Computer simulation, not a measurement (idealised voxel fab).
A process module follows: voxel gate over fins.
Shown is cross-section cut, with a width of 230 nm and square cells of size 5 nm.
We lay out every cross-section as a grid of square cells and spell it out in bands from the top down, where one band means one or more rows of cells.
Within each band entry, the heights of the top and of the bottom of the band appear first, in that order and in nm; the materials of the band then follow from left to right, each with its corresponding width in nm. The designation "all across" on a single material indicates that it fills the band from edge to edge; the designation "empty" indicates empty space.
We count height from 0. Below that, the starting wafer is all one material. The lowest band never ends at the bottom but goes on down; see "0 down" for how that is written.
The notation "30..40" denotes a width that varies across the rows of cells in the band, beginning at the first number in the top row, finishing at the second number in the bottom row, and changing by an identical amount from each row to the next.
The cross-section has no changed cell in any step marked "remains unaltered".
Voids not open to the top, 8 cells minimum: see "Enclosed void list". Written width x height at distance; distance is from the left edge; nm.
The remark found on a step's line after its settings is issued by the simulator itself and pertains to that step.
When a step includes a mask, the "overlay nm" setting on its line states how far to the right of its planned place that mask lay, and negative values state how far to the left.

**Process steps foreseen in the plan**
| 1 | RECEIVE | material Si |
| 2 | CONFORMAL_DEP | material SiN | thk nm 5 |
| 3 | PATTERN | tone cover | mask id FINS | material resist | width nm 15 | pitch nm 50 | thk nm 20 | overlay nm 0 |
| 4 | DIRECTIONAL_ETCH | etch materials SiN | depth nm 5 |
| 5 | DIRECTIONAL_ETCH | etch materials Si | depth nm 40 |
| 6 | STRIP | etch materials resist |
| 7 | FILL_DEP | material SiO2 | thk nm 15 |
| 8 | CMP | height nm 5 |
| 9 | PATTERN | tone open | mask id RAIL | material resist | width nm 15 | thk nm 20 | overlay nm 0 |
| 10 | DIRECTIONAL_ETCH | etch materials SiO2 | depth nm 40 |
| 11 | STRIP | etch materials resist |
| 12 | CONFORMAL_DEP | material TiN | thk nm 5 |
| 13 | FILL_DEP | material Ru | thk nm 5 |
| 14 | CMP | height nm 5 |
| 15 | SELECTIVE_ETCH | etch materials W Ru TiN | depth nm 25 |
| 16 | FILL_DEP | material SiO2 | thk nm 5 |
| 17 | CMP | height nm 5 |
| 18 | SELECTIVE_ETCH | etch materials SiO2 | depth nm 15 |
| 19 | STRIP | etch materials SiN |
| 20 | CONFORMAL_DEP | material HfO2 | thk nm 5 |
| 21 | CONFORMAL_DEP | material TiN | thk nm 5 |
| 22 | FILL_DEP | material W | thk nm 10 |
| 23 | CMP | height nm 15 |
| 24 | CONFORMAL_DEP | material SiCN | thk nm 10 |

**Wafer at receipt (post step 1), cross-section**
  0 down  Si all across
  Enclosed void list: none

**Starting structure and process plan are as shown above, but one mistake was made in running the module; the wafer cross-section at the end of the module follows**
  25 to 15  SiCN all across
  15 to 10  W all across
  10 to 5  W=50  TiN=35  W=15  TiN=35  W=15  TiN=35  W=45
  5 to 0  W=50  TiN=5  HfO2=25  TiN=5  W=15  TiN=5  HfO2=25  TiN=5  W=15  TiN=5  HfO2=25  TiN=5  W=45
  0 to -5  TiN=55  HfO2=5  Si=15  HfO2=5  TiN=25  HfO2=5  Si=15  HfO2=5  TiN=25  HfO2=5  Si=15  HfO2=5  TiN=50
  -5 to -10  HfO2=60  Si=15  HfO2=35  Si=15  HfO2=35  Si=15  HfO2=55
  -10 to -20  SiO2=60  Si=15  SiO2=35  Si=15  SiO2=35  Si=15  SiO2=55
  -20 to -30  SiO2=60  Si=15  SiO2=5  TiN=5  Ru=5  TiN=5  SiO2=15  Si=15  SiO2=35  Si=15  SiO2=55
  -30 to -35  SiO2=60  Si=15  SiO2=5  TiN=15  SiO2=15  Si=15  SiO2=35  Si=15  SiO2=55
  -35 to -40  SiO2=60  Si=15  SiO2=35  Si=15  SiO2=35  Si=15  SiO2=55
  -40 down  Si all across
  Enclosed void list: none
The mistake made against the process plan was this: step 3 was run on a setting that differed from the plan, and what really ran there is PATTERN | tone cover | mask id FINS | material resist | width nm 15 | pitch nm 50 | thk nm 20 | overlay nm 5
